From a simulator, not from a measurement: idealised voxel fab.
The process module presented herein is designated voxel spacer lines.
Cross-sectional view cut (width: 155 nm; square cell size: 5 nm).
Cross-section layout: square cells on a grid; listed as bands, top to bottom; a band spans one or more cell rows.
Band entry format. Leading values: height of top, height of bottom, nm. Remainder: materials in left-to-right order, each with its width in nm. Special words: "full width" on a single material, which then fills the band edge to edge; "empty", empty space.
A quick word on heights: they are counted from 0, and under that level the wafer as it came to us is one material throughout. The lowest band is different from the rest in having no bottom; it simply continues downward, written as in "0..down".
You'd read "30 to 40" like this: the band's top row of cells is as wide as the first number, its bottom row is as wide as the second, and going down, every row changes width by the same amount as the row before did.
Take "nothing changed" at face value: in the step it is given for, the cross-section changed in none of its cells.
Entry "Sealed void inventory". Content: empty spaces with no open connection to the top, size 8 cells or greater. Each: width x height at distance. Distance: from left edge. Unit: nm.
What comes after the settings on a step's line is commentary from the simulator itself on that step.
You can add "overlay nm" to a step's line. For a step with a mask, it describes how far the mask lay to the right of its planned position, and a negative number describes a lay to the left.
-- Listed below are the process steps as planned
- 1: RECEIVE, material Si
- 2: CONFORMAL_DEP, material Al2O3, thk nm 10
- 3: DIRECTIONAL_DEP, material W, thk nm 20
- 4: DIRECTIONAL_DEP, material aC, thk nm 30
- 5: PATTERN, tone cover, mask id MANDREL, material resist, width nm 20, pitch nm 60, thk nm 40, overlay nm 0
- 6: DIRECTIONAL_ETCH, etch materials aC, depth nm 30
- 7: STRIP, etch materials resist
- 8: CONFORMAL_DEP, material SiN, thk nm 10
- 9: DIRECTIONAL_ETCH, etch materials SiN, depth nm 10
- 10: STRIP, etch materials aC
- 11: DIRECTIONAL_ETCH, etch materials W, depth nm 20
- 12: STRIP, etch materials SiN
-- Cross-section, incoming material, after step 1
	0..down = Si full width
	Sealed void inventory: none
-- This is how the wafer looks in cross-section once the module is done, given the starting state and plan above and one mistake in carrying the plan out
	30..10 = 20 empty / 10 W / 30 empty / 10 W / 10 empty / 10 W / 30 empty / 10 W / 25 empty
	10..0 = Al2O3 full width
	0..down = Si full width
	Sealed void inventory: none
Deviation from plan: step 5 changed vs plan, executed as PATTERN, tone cover, mask id MANDREL, material resist, width nm 30, pitch nm 60, thk nm 40, overlay nm 0
